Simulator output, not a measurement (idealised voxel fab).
process module | voxel ribs on slabs
cross-section cut | 250 nm wide | cells 5 nm
A cross-section is a grid of square cells, given in bands from the top down. A band is one or more rows of cells.
Each band's line starts with the height of the band's top and of its bottom, in nm. Then come its materials from left to right, each with its width in nm. One material with "throughout" fills the band from edge to edge. "air" is empty space.
Height 0 is the level under which the wafer as received is all one material. The lowest band goes on downwards, as in "0 down".
A width such as "30 to 40" changes by the same amount from each row of cells to the next, from the band's top row to its bottom row.
"no change" after a step means that no cell of the cross-section changed.
closed voids: empty space of 8 cells or more with no open way to the top, each as width x height at its distance from the left edge, in nm
after a step's settings: what the simulator itself notes on the step
overlay nm, on a step with a mask: how far to the right of its planned place the mask lay; to the left if negative
plan
1 op RECEIVE | material Si
2 op DIRECTIONAL_DEP | material SiO2 | thk nm 20
3 op DIRECTIONAL_DEP | material SiN | thk nm 20
4 op PATTERN | tone cover | mask id RIB | material resist | width nm 25 | thk nm 20 | overlay nm 0
5 op DIRECTIONAL_ETCH | etch materials SiN | depth nm 10
6 op STRIP | etch materials resist
7 op PATTERN | tone cover | mask id SLAB | material resist | width nm 55 | thk nm 15 | overlay nm 0
8 op DIRECTIONAL_ETCH | etch materials SiN | depth nm 10
9 op STRIP | etch materials resist
10 op FILL_DEP | material SiO2 | thk nm 15
11 op CMP | height nm 50
12 op DIRECTIONAL_DEP | material TiN | thk nm 10
13 op MASKED_ETCH | tone cover | mask id HEATER | width nm 35 | etch materials TiN | depth nm 10 | overlay nm 0
14 op CONFORMAL_DEP | material SiN | thk nm 10
as received, after step 1
  0 down: Si throughout
  closed voids: none
first wafer at the end, as planned
  70 to 60: air 95 | SiN 55 | air 100
  60 to 50: SiN 105 | TiN 35 | SiN 110
  50 to 40: SiO2 throughout
  40 to 30: SiO2 110 | SiN 25 | SiO2 115
  30 to 20: SiO2 95 | SiN 55 | SiO2 100
  20 to 0: SiO2 throughout
  0 down: Si throughout
  closed voids: none
second wafer at the end: like start, like plan, one mistake
  70 to 60: air 95 | SiN 55 | air 100
  60 to 50: SiN 105 | TiN 35 | SiN 110
  50 to 40: SiO2 throughout
  40 to 30: SiO2 110 | SiN 25 | SiO2 115
  30 to 20: SiO2 90 | SiN 55 | SiO2 105
  20 to 0: SiO2 throughout
  0 down: Si throughout
  closed voids: none
what went wrong: step 7 ran as: op PATTERN | tone cover | mask id SLAB | material resist | width nm 55 | thk nm 15 | overlay nm -5
at the end the second wafer has, in cells: as many of each material as the first, in other places
